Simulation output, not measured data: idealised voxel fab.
process module | voxel released beams
cross-section cut | 260 nm wide | cells 5 nm
A cross-section is a grid of square cells, given in bands from the top down. A band is one or more rows of cells.
Each band's line starts with the height of the band's top and of its bottom, in nm. Then come its materials from left to right, each with its width in nm. One material with "throughout" fills the band from edge to edge. "air" is empty space.
Height 0 is the level under which the wafer as received is all one material. The lowest band goes on downwards, as in "0 down".
A width such as "30 to 40" changes by the same amount from each row of cells to the next, from the band's top row to its bottom row.
"no change" after a step means that no cell of the cross-section changed.
closed voids: empty space of 8 cells or more with no open way to the top, each as width x height at its distance from the left edge, in nm
after a step's settings: what the simulator itself notes on the step
overlay nm, on a step with a mask: how far to the right of its planned place the mask lay; to the left if negative
plan
1 op RECEIVE | material Si
2 op CONFORMAL_DEP | material Al2O3 | thk nm 5
3 op DIRECTIONAL_DEP | material SiO2 | thk nm 10
4 op MASKED_ETCH | tone open | mask id ANCHOR | width nm 45 | etch materials SiO2 | depth nm 10 | overlay nm 0
5 op CONFORMAL_DEP | material polySi | thk nm 15
6 op PATTERN | tone cover | mask id BEAM | material resist | width nm 130 | thk nm 20 | overlay nm 0
7 op DIRECTIONAL_ETCH | etch materials polySi | depth nm 15
8 op STRIP | etch materials resist
9 op STRIP | etch materials SiO2
as received, after step 1
  0 down: Si throughout
  closed voids: none
first wafer at the end, as planned
  30 to 20: air 60 | polySi 20 | air 15 | polySi 95 | air 70
  20 to 15: air 60 | polySi 130 | air 70
  15 to 5: air 65 | polySi 45 | air 150
  5 to 0: Al2O3 throughout
  0 down: Si throughout
  closed voids: none
second wafer at the end: like start, like plan, one mistake
  30 to 20: air 60 | polySi 25 | air 5 | polySi 100 | air 70
  20 to 15: air 60 | polySi 130 | air 70
  15 to 5: air 70 | polySi 35 | air 155
  5 to 0: Al2O3 throughout
  0 down: Si throughout
  closed voids: none
what went wrong: step 4 ran as: op MASKED_ETCH | tone open | mask id ANCHOR | width nm 35 | etch materials SiO2 | depth nm 10 | overlay nm 0
at the end the second wafer has, in cells: as many of each material as the first, in other places
